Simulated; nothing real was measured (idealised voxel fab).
Name of the process module below: voxel air gaps
Cross-section cut: width 235 nm, square cells of 5 nm.
A cross-section in this document is a grid of square cells, and it is written down as bands, the top band listed before the ones below it; a band is made up of one or more rows of cells. The entry gives the band's vertical extent as a top height and a bottom height in nm, then its horizontal make-up as materials from left to right, each with a width in nm. "air" stands for empty space; a single material marked "everywhere" fills the band edge to edge. For the purposes of this specification, 0 denotes the height below which the wafer in its as-received condition is composed wholly of one material, and the lowermost band, lacking a lower limit, extends downward without end, as expressed in "top 0, no bottom". The two numbers in a width such as "30..40" mark its ends across the band: the first belongs to the top row of cells, the second to the bottom row, and from each row to the next the width moves by the same amount. Given "nothing different" for a step, no cell of the cross-section differs between before and after that step. So "Voids, enclosed" is basically the list of trapped voids: any empty space of 8 cells or more that can't reach the top through an opening. They're written width x height at distance, the distance being from the left edge, and it's all nm. If you see something after the settings on a step's line, that's the simulator's own remark about that step. overlay nm: mask right of planned place by this much (step with mask). Neg. = left.

PROCESS STEPS FORESEEN IN THE PLAN
step 1: RECEIVE (material Si)
step 2: CONFORMAL_DEP (material SiO2; thk nm 10)
step 3: CONFORMAL_DEP (material SiN; thk nm 5)
step 4: DIRECTIONAL_DEP (material SiO2; thk nm 40)
step 5: DIRECTIONAL_DEP (material aC; thk nm 15)
step 6: PATTERN (tone open; mask id LINES; material resist; width nm 25; pitch nm 55; thk nm 30; overlay nm 0)
step 7: DIRECTIONAL_ETCH (etch materials aC; depth nm 15)
step 8: STRIP (etch materials resist)
step 9: DIRECTIONAL_ETCH (etch materials SiO2; depth nm 40)
step 10: STRIP (etch materials aC)
step 11: CONFORMAL_DEP (material TiN; thk nm 5)
step 12: FILL_DEP (material Cu; thk nm 5)
step 13: CMP (height nm 55)
step 14: EPI (material Ru; thk nm 10)
step 15: SELECTIVE_ETCH (etch materials SiO2; depth nm 50)
step 16: CONFORMAL_DEP (material SiCN; thk nm 5)

AS-RECEIVED WAFER CROSS-SECTION (AFTER STEP 1)
- top 0, no bottom = Si everywhere
- Voids, enclosed: none

END-OF-MODULE CROSS-SECTION OF THE FIRST OF TWO WAFERS, PROCESSED AS PLANNED
- top 70, bottom 65 = 5 nm air, then 220 nm SiCN, then 10 nm air
- top 65, bottom 55 = 5 nm air, then 5 nm SiCN, then 45 nm Ru, then 10 nm SiCN, then 45 nm Ru, then 10 nm SiCN, then 45 nm Ru, then 10 nm SiCN, then 45 nm Ru, then 5 nm SiCN, then 10 nm air
- top 55, bottom 50 = 5 nm air, then 15 nm SiCN, then 5 nm TiN, then 15 nm Cu, then 5 nm TiN, then 30 nm SiCN, then 5 nm TiN, then 15 nm Cu, then 5 nm TiN, then 30 nm SiCN, then 5 nm TiN, then 15 nm Cu, then 5 nm TiN, then 30 nm SiCN, then 5 nm TiN, then 15 nm Cu, then 5 nm TiN, then 15 nm SiCN, then 10 nm air
- top 50, bottom 20 = 15 nm air, then 5 nm SiCN, then 5 nm TiN, then 15 nm Cu, then 5 nm TiN, then 5 nm SiCN, then 20 nm air, then 5 nm SiCN, then 5 nm TiN, then 15 nm Cu, then 5 nm TiN, then 5 nm SiCN, then 20 nm air, then 5 nm SiCN, then 5 nm TiN, then 15 nm Cu, then 5 nm TiN, then 5 nm SiCN, then 20 nm air, then 5 nm SiCN, then 5 nm TiN, then 15 nm Cu, then 5 nm TiN, then 5 nm SiCN, then 20 nm air
- top 20, bottom 15 = 20 nm SiCN, then 25 nm TiN, then 30 nm SiCN, then 25 nm TiN, then 30 nm SiCN, then 25 nm TiN, then 30 nm SiCN, then 25 nm TiN, then 25 nm SiCN
- top 15, bottom 10 = SiN everywhere
- top 10, bottom 0 = SiO2 everywhere
- top 0, no bottom = Si everywhere
- Voids, enclosed: 20 x 30 at 50; 20 x 30 at 105; 20 x 30 at 160

THIS CROSS-SECTION BELONGS TO THE SECOND WAFER OF TWO AT THE END OF THE MODULE; THE START AND THE PLAN WERE SHARED WITH THE FIRST, AND THE RUN INCLUDED ONE MISTAKE
- top 60, bottom 55 = 5 nm air, then 220 nm SiCN, then 10 nm air
- top 55, bottom 45 = 5 nm air, then 5 nm SiCN, then 45 nm Ru, then 10 nm SiCN, then 45 nm Ru, then 10 nm SiCN, then 45 nm Ru, then 10 nm SiCN, then 45 nm Ru, then 5 nm SiCN, then 10 nm air
- top 45, bottom 40 = 5 nm air, then 15 nm SiCN, then 5 nm TiN, then 15 nm Cu, then 5 nm TiN, then 30 nm SiCN, then 5 nm TiN, then 15 nm Cu, then 5 nm TiN, then 30 nm SiCN, then 5 nm TiN, then 15 nm Cu, then 5 nm TiN, then 30 nm SiCN, then 5 nm TiN, then 15 nm Cu, then 5 nm TiN, then 15 nm SiCN, then 10 nm air
- top 40, bottom 20 = 15 nm air, then 5 nm SiCN, then 5 nm TiN, then 15 nm Cu, then 5 nm TiN, then 5 nm SiCN, then 20 nm air, then 5 nm SiCN, then 5 nm TiN, then 15 nm Cu, then 5 nm TiN, then 5 nm SiCN, then 20 nm air, then 5 nm SiCN, then 5 nm TiN, then 15 nm Cu, then 5 nm TiN, then 5 nm SiCN, then 20 nm air, then 5 nm SiCN, then 5 nm TiN, then 15 nm Cu, then 5 nm TiN, then 5 nm SiCN, then 20 nm air
- top 20, bottom 15 = 20 nm SiCN, then 25 nm TiN, then 30 nm SiCN, then 25 nm TiN, then 30 nm SiCN, then 25 nm TiN, then 30 nm SiCN, then 25 nm TiN, then 25 nm SiCN
- top 15, bottom 10 = SiN everywhere
- top 10, bottom 0 = SiO2 everywhere
- top 0, no bottom = Si everywhere
- Voids, enclosed: 20 x 20 at 50; 20 x 20 at 105; 20 x 20 at 160
what went wrong: the process deviated at step 13: the operation and settings actually run there were CMP (height nm 45)
Final tally in cells, some materials are higher or lower on the second wafer than on the first: -24 Cu; -16 SiCN; -16 TiN
